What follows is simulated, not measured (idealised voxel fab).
The document below concerns the process module designated voxel tone inversion.
Cross-section cut: width 155 nm, square cells of 5 nm.
Notation: cross-section as square-cell grid; stated in bands, top first, going down; one or more cell rows per band.
The band entry comprises the height of the band's top followed by the height of its bottom, expressed in nm, and subsequently the band's materials from left to right, each stated together with its width in nm. Where a single material is marked with the word "everywhere", that material fills the band from edge to edge. The word "empty" represents empty space.
The level at which height equals 0 is the one under which the wafer, as it arrives, is entirely one material. No lower edge exists for the bottom band, which continues downward and is notated as in "0 nm and below".
So if you see something like "30..40" for the width, read it as the top row of the band sitting at the first number and the bottom row at the second, with every row in between moving by the same amount as the last.
Key: "no alteration" - step with no changed cell in the cross-section.
Entry "Fully sealed cavities". Content: empty spaces with no open connection to the top, size 8 cells or greater. Each: width x height at distance. Distance: from left edge. Unit: nm.
Past the settings on a step's line: simulator remark, on that step.
Each step line may optionally specify "overlay nm", which for a step with a mask gives the rightward distance between the mask's planned place and where it lay, a negative value indicating the leftward direction.
-- The steps planned for the process are as follows
1: RECEIVE (material Si)
2: CONFORMAL_DEP (material SiCN; thk nm 10)
3: DIRECTIONAL_DEP (material aC; thk nm 25)
4: PATTERN (tone cover; mask id POSTS; material resist; width nm 20; pitch nm 40; thk nm 30; overlay nm 0)
5: DIRECTIONAL_ETCH (etch materials aC; depth nm 25)
6: STRIP (etch materials resist)
7: FILL_DEP (material lowk; thk nm 5)
8: CMP (height nm 35)
9: STRIP (etch materials aC)
-- The following pertains to the first of two wafers, which was processed as planned
-- Cross-section of the wafer as it came to us, i.e., already through step 1
> 0 nm and below | Si everywhere
> Fully sealed cavities: none
-- Presented here is a cross-section of the wafer after step 2 has been performed
> 10 nm to 0 nm | SiCN everywhere
> below 0: unchanged
-- Presented here is a cross-section of the wafer after step 3 has been performed
> 35 nm to 10 nm | aC everywhere
> below 10: unchanged
-- Presented here is a cross-section of the wafer after step 4 has been performed
> 65 nm to 35 nm | 25 nm empty | 20 nm resist | 20 nm empty | 20 nm resist | 20 nm empty | 20 nm resist | 30 nm empty
> below 35: unchanged
-- Presented here is a cross-section of the wafer after step 5 has been performed
> 40 nm to 35 nm | 25 nm empty | 20 nm resist | 20 nm empty | 20 nm resist | 20 nm empty | 20 nm resist | 30 nm empty
> 35 nm to 10 nm | 25 nm empty | 20 nm aC | 20 nm empty | 20 nm aC | 20 nm empty | 20 nm aC | 30 nm empty
> below 10: unchanged
-- Presented here is a cross-section of the wafer after step 6 has been performed
> 35 nm to 10 nm | 25 nm empty | 20 nm aC | 20 nm empty | 20 nm aC | 20 nm empty | 20 nm aC | 30 nm empty
> below 10: unchanged
-- Presented here is a cross-section of the wafer after step 7 has been performed
> 40 nm to 35 nm | lowk everywhere
> 35 nm to 10 nm | 25 nm lowk | 20 nm aC | 20 nm lowk | 20 nm aC | 20 nm lowk | 20 nm aC | 30 nm lowk
> below 10: unchanged
-- Presented here is a cross-section of the wafer after step 8 has been performed
> 35 nm to 10 nm | 25 nm lowk | 20 nm aC | 20 nm lowk | 20 nm aC | 20 nm lowk | 20 nm aC | 30 nm lowk
> below 10: unchanged
-- Presented here is a cross-section of the wafer after step 9 has been performed
> 35 nm to 10 nm | 25 nm lowk | 20 nm empty | 20 nm lowk | 20 nm empty | 20 nm lowk | 20 nm empty | 30 nm lowk
> below 10: unchanged
-- Second wafer. Start and plan as for the first. One mistake made in running. Agrees with the first up to and including step 1
-- Second wafer, cross-section, planned end of step 2
> 5 nm to 0 nm | SiCN everywhere
> below 0: unchanged
-- Second wafer, cross-section, planned end of step 3
> 30 nm to 5 nm | aC everywhere
> below 5: unchanged
-- Second wafer, cross-section, planned end of step 4
> 60 nm to 30 nm | 25 nm empty | 20 nm resist | 20 nm empty | 20 nm resist | 20 nm empty | 20 nm resist | 30 nm empty
> below 30: unchanged
-- Second wafer, cross-section, planned end of step 5
> 35 nm to 30 nm | 25 nm empty | 20 nm resist | 20 nm empty | 20 nm resist | 20 nm empty | 20 nm resist | 30 nm empty
> 30 nm to 5 nm | 25 nm empty | 20 nm aC | 20 nm empty | 20 nm aC | 20 nm empty | 20 nm aC | 30 nm empty
> below 5: unchanged
-- Second wafer, cross-section, planned end of step 6
> 30 nm to 5 nm | 25 nm empty | 20 nm aC | 20 nm empty | 20 nm aC | 20 nm empty | 20 nm aC | 30 nm empty
> below 5: unchanged
-- Second wafer, cross-section, planned end of step 7
> 35 nm to 30 nm | lowk everywhere
> 30 nm to 5 nm | 25 nm lowk | 20 nm aC | 20 nm lowk | 20 nm aC | 20 nm lowk | 20 nm aC | 30 nm lowk
> below 5: unchanged
Second wafer, cross-section, planned end of step 8: no alteration
Second wafer, cross-section, planned end of step 9: no alteration
What went wrong in running the wafer? step 2 changed vs plan, executed as CONFORMAL_DEP (material SiCN; thk nm 5)
At the finish, the second wafer shows more or fewer cells for some materials than the first does: -31 SiCN; +60 aC; +31 lowk
